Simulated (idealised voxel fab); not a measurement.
process module | voxel self aligned vias
cross-section cut | 255 nm wide | cells 5 nm
A cross-section is a grid of square cells, given in bands from the top down. A band is one or more rows of cells.
Each band's line starts with the height of the band's top and of its bottom, in nm. Then come its materials from left to right, each with its width in nm. One material with "throughout" fills the band from edge to edge. "air" is empty space.
Height 0 is the level under which the wafer as received is all one material. The lowest band goes on downwards, as in "0 down".
A width such as "30 to 40" changes by the same amount from each row of cells to the next, from the band's top row to its bottom row.
"no change" after a step means that no cell of the cross-section changed.
closed voids: empty space of 8 cells or more with no open way to the top, each as width x height at its distance from the left edge, in nm
after a step's settings: what the simulator itself notes on the step
overlay nm, on a step with a mask: how far to the right of its planned place the mask lay; to the left if negative
plan
1 op RECEIVE | material Si
2 op CONFORMAL_DEP | material SiO2 | thk nm 15
3 op CONFORMAL_DEP | material SiCN | thk nm 5
4 op DIRECTIONAL_DEP | material SiO2 | thk nm 30
5 op MASKED_ETCH | tone open | mask id LINES | width nm 25 | pitch nm 65 | etch materials SiO2 | depth nm 30 | overlay nm 0
6 op CONFORMAL_DEP | material TiN | thk nm 5
7 op FILL_DEP | material W | thk nm 5
8 op CMP | height nm 50
9 op SELECTIVE_ETCH | etch materials W Ru TiN | depth nm 5
10 op FILL_DEP | material SiN | thk nm 10
11 op CMP | height nm 50
12 op DIRECTIONAL_DEP | material SiO2 | thk nm 20
13 op MASKED_ETCH | tone open | mask id VIAS | width nm 45 | pitch nm 65 | etch materials SiO2 | depth nm 20 | overlay nm 0
14 op MASKED_ETCH | tone open | mask id VIAS | width nm 45 | pitch nm 65 | etch materials SiN | depth nm 5 | overlay nm 0
15 op CONFORMAL_DEP | material TiN | thk nm 5
16 op FILL_DEP | material Cu | thk nm 5
17 op CMP | height nm 70
18 op CONFORMAL_DEP | material SiCN | thk nm 5
as received, after step 1
  0 down: Si throughout
  closed voids: none
a wafer at the end: this start, this plan, one mistake
  75 to 70: SiCN throughout
  70 to 55: SiO2 40 | TiN 5 | Cu 35 | TiN 5 | SiO2 20 | TiN 5 | Cu 35 | TiN 5 | SiO2 20 | TiN 5 | Cu 35 | TiN 5 | SiO2 40
  55 to 50: SiO2 40 | TiN 20 | Cu 15 | TiN 10 | SiO2 20 | TiN 20 | Cu 15 | TiN 10 | SiO2 20 | TiN 20 | Cu 15 | TiN 10 | SiO2 40
  50 to 45: SiO2 55 | TiN 25 | SiO2 40 | TiN 25 | SiO2 40 | TiN 25 | SiO2 45
  45 to 25: SiO2 55 | TiN 5 | W 15 | TiN 5 | SiO2 40 | TiN 5 | W 15 | TiN 5 | SiO2 40 | TiN 5 | W 15 | TiN 5 | SiO2 45
  25 to 20: SiO2 55 | TiN 25 | SiO2 40 | TiN 25 | SiO2 40 | TiN 25 | SiO2 45
  20 to 15: SiCN throughout
  15 to 0: SiO2 throughout
  0 down: Si throughout
  closed voids: none
what went wrong: step 5 ran as: op MASKED_ETCH | tone open | mask id LINES | width nm 25 | pitch nm 65 | etch materials SiO2 | depth nm 30 | overlay nm 5
